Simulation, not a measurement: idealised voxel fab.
The document below concerns the process module designated voxel self aligned contacts.
Displayed cross-section: cut, width of 290 nm, square cells sized 5 nm.
In this document a cross-section is written as a grid of square cells. It is given as a series of bands, listed from the top down, and a band is one or more rows of cells.
Heads up on the band format: heights come first, top then bottom, in nm. After that it's the materials left to right, each with its width in nm. A single material flagged "edge to edge" fills the whole band edge to edge, and "blank" means there's empty space there.
Height datum 0, below which the as-received substrate wafer is one material. Lowest band open at the bottom, running downward: "from 0 down".
You'd read "30 to 40" like this: the band's top row of cells is as wide as the first number, its bottom row is as wide as the second, and going down, every row changes width by the same amount as the row before did.
Reading "remained the same" for a step: not a cell of the cross-section changed in it.
"Trapped voids" means: voids of 8 cells or more that are shut off from the top with no open way through. Written width x height at distance, distance from the left edge, in nm.
What comes after the settings on a step's line is commentary from the simulator itself on that step.
The setting "overlay nm" may be written on the line of a step. When the step uses a mask, the value reports how far to the right of the planned place the mask lay, and a negative value reports that it lay to the left.

PLANNED PROCESS STEPS
1,op RECEIVE | material Si
2,op CONFORMAL_DEP | material SiO2 | thk nm 5
3,op DIRECTIONAL_DEP | material polySi | thk nm 25
4,op DIRECTIONAL_DEP | material SiN | thk nm 20
5,op DIRECTIONAL_DEP | material aC | thk nm 10
6,op PATTERN | tone cover | mask id GATE | material resist | width nm 35 | pitch nm 80 | thk nm 25 | overlay nm 0
7,op DIRECTIONAL_ETCH | etch materials aC | depth nm 10
8,op STRIP | etch materials resist
9,op DIRECTIONAL_ETCH | etch materials SiN | depth nm 20
10,op DIRECTIONAL_ETCH | etch materials polySi | depth nm 25
11,op STRIP | etch materials aC
12,op CONFORMAL_DEP | material SiN | thk nm 10
13,op DIRECTIONAL_ETCH | etch materials SiN | depth nm 10
14,op FILL_DEP | material SiO2 | thk nm 15
15,op CMP | height nm 55
16,op MASKED_ETCH | tone open | mask id CONTACT | width nm 65 | pitch nm 80 | etch materials SiO2 | depth nm 55 | overlay nm 0
17,op CONFORMAL_DEP | material TiN | thk nm 5
18,op FILL_DEP | material W | thk nm 5
19,op CMP | height nm 55
20,op CONFORMAL_DEP | material SiN | thk nm 5

RECEIVED-STATE CROSS-SECTION, REFLECTING COMPLETION OF STEP 1
* from 0 down | Si edge to edge
* Trapped voids: none

END-OF-MODULE XS, FIRST OF TWO WAFERS, RUN AS PLANNED
* from 60 to 55 | SiN edge to edge
* from 55 to 50 | SiO2=70; TiN=25; W=15; TiN=25; SiO2=15; TiN=25; W=15; TiN=25; SiO2=75
* from 50 to 30 | SiO2=35; SiN=55; TiN=5; W=15; TiN=5; SiN=55; TiN=5; W=15; TiN=5; SiN=55; SiO2=40
* from 30 to 5 | SiO2=35; SiN=10; polySi=35; SiN=10; TiN=5; W=15; TiN=5; SiN=10; polySi=35; SiN=10; TiN=5; W=15; TiN=5; SiN=10; polySi=35; SiN=10; SiO2=40
* from 5 to 0 | SiO2=90; TiN=25; SiO2=55; TiN=25; SiO2=95
* from 0 down | Si edge to edge
* Trapped voids: none

CROSS-SECTION AT END OF MODULE FOR THE SECOND WAFER OF TWO, WHICH MATCHED THE FIRST IN STARTING POINT AND PLAN AND DIFFERED BY ONE MISTAKE IN ITS PROCESSING
* from 60 to 55 | SiN edge to edge
* from 55 to 45 | SiO2=70; TiN=5 to 25; W=55 to 15; TiN=5 to 25; SiO2=15; TiN=5 to 25; W=55 to 15; TiN=5 to 25; SiO2=75
* from 45 to 25 | SiO2=35; SiN=55; TiN=5; W=15; TiN=5; SiN=55; TiN=5; W=15; TiN=5; SiN=55; SiO2=40
* from 25 to 5 | SiO2=35; SiN=10; polySi=35; SiN=10; TiN=5; W=15; TiN=5; SiN=10; polySi=35; SiN=10; TiN=5; W=15; TiN=5; SiN=10; polySi=35; SiN=10; SiO2=40
* from 5 to 0 | SiO2=35; SiN=10; polySi=35; SiN=10; TiN=25; SiN=10; polySi=35; SiN=10; TiN=25; SiN=10; polySi=35; SiN=10; SiO2=40
* from 0 down | Si edge to edge
* Trapped voids: none
Run error: the plan's step 2 went unexecuted, having been skipped
Count the cells at the end and the second wafer has more or fewer of some materials than the first: -16 SiO2, +16 W
